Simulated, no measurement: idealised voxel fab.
Process module in this document: voxel tone inversion
The cross-section on display is named cut; it measures 280 nm wide, and its cells are 5 nm squares.
This document writes a cross-section as a grid whose cells are square, and gives it as bands, listed from the top down; one or more rows of cells form a band.
Top, bottom (nm), then materials left to right with widths (nm); lone material tagged "edge to edge" fills the whole band edge to edge; "empty" = empty space.
Height datum 0, below which the as-received substrate wafer is one material. Lowest band open at the bottom, running downward: "0 and below".
A width such as "30->40" changes by the same amount from each row of cells to the next, from the band's top row to its bottom row.
Where a step carries "nothing got changed", the cross-section came out of it unchanged, cell for cell.
Closed-off voids of 8+ cells (no open route to the top) go in "Encapsulated voids", written width x height at distance from the left edge, in nm.
Heads up: the bit after the settings on a step's line is the simulator's remark on that step.
overlay nm: mask right of planned place by this much (step with mask). Neg. = left.

**Process steps (planned)**
- 1: RECEIVE, material Si
- 2: CONFORMAL_DEP, material SiCN, thk nm 10
- 3: DIRECTIONAL_DEP, material aC, thk nm 15
- 4: PATTERN, tone cover, mask id POSTS, material resist, width nm 20, pitch nm 40, thk nm 25, overlay nm 0
- 5: DIRECTIONAL_ETCH, etch materials aC, depth nm 15
- 6: STRIP, etch materials resist
- 7: FILL_DEP, material SiO2, thk nm 5
- 8: CMP, height nm 25
- 9: STRIP, etch materials aC
- 10: CONFORMAL_DEP, material TiN, thk nm 5
- 11: FILL_DEP, material Ru, thk nm 10
- 12: CMP, height nm 25
- 13: CONFORMAL_DEP, material SiN, thk nm 5

**First of the two wafers, run per plan**

**Cross-section of the wafer as it came to us, i.e., already through step 1**
- 0 and below | Si edge to edge
- Encapsulated voids: none

**Take a look at the wafer's cross-section after step 2**
- 10 down to 0 | SiCN edge to edge
- Below 0 it's all the same as before, nothing changed down there.

**Take a look at the wafer's cross-section after step 3**
- 25 down to 10 | aC edge to edge
- Below 10 it's all the same as before, nothing changed down there.

**Take a look at the wafer's cross-section after step 4**
- 50 down to 25 | 70 nm empty | 20 nm resist | 20 nm empty | 20 nm resist | 20 nm empty | 20 nm resist | 20 nm empty | 20 nm resist | 70 nm empty
- Below 25 it's all the same as before, nothing changed down there.

**Take a look at the wafer's cross-section after step 5**
- 35 down to 25 | 70 nm empty | 20 nm resist | 20 nm empty | 20 nm resist | 20 nm empty | 20 nm resist | 20 nm empty | 20 nm resist | 70 nm empty
- 25 down to 10 | 70 nm empty | 20 nm aC | 20 nm empty | 20 nm aC | 20 nm empty | 20 nm aC | 20 nm empty | 20 nm aC | 70 nm empty
- Below 10 it's all the same as before, nothing changed down there.

**Take a look at the wafer's cross-section after step 6**
- 25 down to 10 | 70 nm empty | 20 nm aC | 20 nm empty | 20 nm aC | 20 nm empty | 20 nm aC | 20 nm empty | 20 nm aC | 70 nm empty
- Below 10 it's all the same as before, nothing changed down there.

**Take a look at the wafer's cross-section after step 7**
- 30 down to 25 | SiO2 edge to edge
- 25 down to 10 | 70 nm SiO2 | 20 nm aC | 20 nm SiO2 | 20 nm aC | 20 nm SiO2 | 20 nm aC | 20 nm SiO2 | 20 nm aC | 70 nm SiO2
- Below 10 it's all the same as before, nothing changed down there.

**Take a look at the wafer's cross-section after step 8**
- 25 down to 10 | 70 nm SiO2 | 20 nm aC | 20 nm SiO2 | 20 nm aC | 20 nm SiO2 | 20 nm aC | 20 nm SiO2 | 20 nm aC | 70 nm SiO2
- Below 10 it's all the same as before, nothing changed down there.

**Take a look at the wafer's cross-section after step 9**
- 25 down to 10 | 70 nm SiO2 | 20 nm empty | 20 nm SiO2 | 20 nm empty | 20 nm SiO2 | 20 nm empty | 20 nm SiO2 | 20 nm empty | 70 nm SiO2
- Below 10 it's all the same as before, nothing changed down there.

**Take a look at the wafer's cross-section after step 10**
- 30 down to 25 | 75 nm TiN | 10 nm empty | 30 nm TiN | 10 nm empty | 30 nm TiN | 10 nm empty | 30 nm TiN | 10 nm empty | 75 nm TiN
- 25 down to 15 | 70 nm SiO2 | 5 nm TiN | 10 nm empty | 5 nm TiN | 20 nm SiO2 | 5 nm TiN | 10 nm empty | 5 nm TiN | 20 nm SiO2 | 5 nm TiN | 10 nm empty | 5 nm TiN | 20 nm SiO2 | 5 nm TiN | 10 nm empty | 5 nm TiN | 70 nm SiO2
- 15 down to 10 | 70 nm SiO2 | 20 nm TiN | 20 nm SiO2 | 20 nm TiN | 20 nm SiO2 | 20 nm TiN | 20 nm SiO2 | 20 nm TiN | 70 nm SiO2
- Below 10 it's all the same as before, nothing changed down there.

**Take a look at the wafer's cross-section after step 11**
- 40 down to 30 | Ru edge to edge
- 30 down to 25 | 75 nm TiN | 10 nm Ru | 30 nm TiN | 10 nm Ru | 30 nm TiN | 10 nm Ru | 30 nm TiN | 10 nm Ru | 75 nm TiN
- 25 down to 15 | 70 nm SiO2 | 5 nm TiN | 10 nm Ru | 5 nm TiN | 20 nm SiO2 | 5 nm TiN | 10 nm Ru | 5 nm TiN | 20 nm SiO2 | 5 nm TiN | 10 nm Ru | 5 nm TiN | 20 nm SiO2 | 5 nm TiN | 10 nm Ru | 5 nm TiN | 70 nm SiO2
- Below 15 it's all the same as before, nothing changed down there.

**Take a look at the wafer's cross-section after step 12**
- 25 down to 15 | 70 nm SiO2 | 5 nm TiN | 10 nm Ru | 5 nm TiN | 20 nm SiO2 | 5 nm TiN | 10 nm Ru | 5 nm TiN | 20 nm SiO2 | 5 nm TiN | 10 nm Ru | 5 nm TiN | 20 nm SiO2 | 5 nm TiN | 10 nm Ru | 5 nm TiN | 70 nm SiO2
- Below 15 it's all the same as before, nothing changed down there.

**Take a look at the wafer's cross-section after step 13**
- 30 down to 25 | SiN edge to edge
- Below 25 it's all the same as before, nothing changed down there.

**Second wafer: same start and same plan as the first, one execution error; identical to the first through step 3**

**Second wafer, cross-section, planned end of step 4**
- 50 down to 25 | 70 nm resist | 20 nm empty | 20 nm resist | 20 nm empty | 20 nm resist | 20 nm empty | 20 nm resist | 20 nm empty | 70 nm resist
- Below 25 it's all the same as before, nothing changed down there.

**Second wafer, cross-section, planned end of step 5**
- 35 down to 25 | 70 nm resist | 20 nm empty | 20 nm resist | 20 nm empty | 20 nm resist | 20 nm empty | 20 nm resist | 20 nm empty | 70 nm resist
- 25 down to 10 | 70 nm aC | 20 nm empty | 20 nm aC | 20 nm empty | 20 nm aC | 20 nm empty | 20 nm aC | 20 nm empty | 70 nm aC
- Below 10 it's all the same as before, nothing changed down there.

**Second wafer, cross-section, planned end of step 6**
- 25 down to 10 | 70 nm aC | 20 nm empty | 20 nm aC | 20 nm empty | 20 nm aC | 20 nm empty | 20 nm aC | 20 nm empty | 70 nm aC
- Below 10 it's all the same as before, nothing changed down there.

**Second wafer, cross-section, planned end of step 7**
- 30 down to 25 | SiO2 edge to edge
- 25 down to 10 | 70 nm aC | 20 nm SiO2 | 20 nm aC | 20 nm SiO2 | 20 nm aC | 20 nm SiO2 | 20 nm aC | 20 nm SiO2 | 70 nm aC
- Below 10 it's all the same as before, nothing changed down there.

**Second wafer, cross-section, planned end of step 8**
- 25 down to 10 | 70 nm aC | 20 nm SiO2 | 20 nm aC | 20 nm SiO2 | 20 nm aC | 20 nm SiO2 | 20 nm aC | 20 nm SiO2 | 70 nm aC
- Below 10 it's all the same as before, nothing changed down there.

**Second wafer, cross-section, planned end of step 9**
- 25 down to 10 | 70 nm empty | 20 nm SiO2 | 20 nm empty | 20 nm SiO2 | 20 nm empty | 20 nm SiO2 | 20 nm empty | 20 nm SiO2 | 70 nm empty
- Below 10 it's all the same as before, nothing changed down there.

**Second wafer, cross-section, planned end of step 10**
- 30 down to 25 | 65 nm empty | 30 nm TiN | 10 nm empty | 30 nm TiN | 10 nm empty | 30 nm TiN | 10 nm empty | 30 nm TiN | 65 nm empty
- 25 down to 15 | 65 nm empty | 5 nm TiN | 20 nm SiO2 | 5 nm TiN | 10 nm empty | 5 nm TiN | 20 nm SiO2 | 5 nm TiN | 10 nm empty | 5 nm TiN | 20 nm SiO2 | 5 nm TiN | 10 nm empty | 5 nm TiN | 20 nm SiO2 | 5 nm TiN | 65 nm empty
- 15 down to 10 | 70 nm TiN | 20 nm SiO2 | 20 nm TiN | 20 nm SiO2 | 20 nm TiN | 20 nm SiO2 | 20 nm TiN | 20 nm SiO2 | 70 nm TiN
- Below 10 it's all the same as before, nothing changed down there.

**Second wafer, cross-section, planned end of step 11**
- 40 down to 30 | Ru edge to edge
- 30 down to 25 | 65 nm Ru | 30 nm TiN | 10 nm Ru | 30 nm TiN | 10 nm Ru | 30 nm TiN | 10 nm Ru | 30 nm TiN | 65 nm Ru
- 25 down to 15 | 65 nm Ru | 5 nm TiN | 20 nm SiO2 | 5 nm TiN | 10 nm Ru | 5 nm TiN | 20 nm SiO2 | 5 nm TiN | 10 nm Ru | 5 nm TiN | 20 nm SiO2 | 5 nm TiN | 10 nm Ru | 5 nm TiN | 20 nm SiO2 | 5 nm TiN | 65 nm Ru
- Below 15 it's all the same as before, nothing changed down there.

**Second wafer, cross-section, planned end of step 12**
- 25 down to 15 | 65 nm Ru | 5 nm TiN | 20 nm SiO2 | 5 nm TiN | 10 nm Ru | 5 nm TiN | 20 nm SiO2 | 5 nm TiN | 10 nm Ru | 5 nm TiN | 20 nm SiO2 | 5 nm TiN | 10 nm Ru | 5 nm TiN | 20 nm SiO2 | 5 nm TiN | 65 nm Ru
- Below 15 it's all the same as before, nothing changed down there.

**Second wafer, cross-section, planned end of step 13**
- 30 down to 25 | SiN edge to edge
- Below 25 it's all the same as before, nothing changed down there.
What went wrong in running the wafer? step 4 ran differently from the plan; actual operation with settings: PATTERN, tone open, mask id POSTS, material resist, width nm 20, pitch nm 40, thk nm 25, overlay nm 0
Materials where the second wafer ends with more or fewer cells than the first: 48 more of Ru, 72 fewer of SiO2, 24 more of TiN
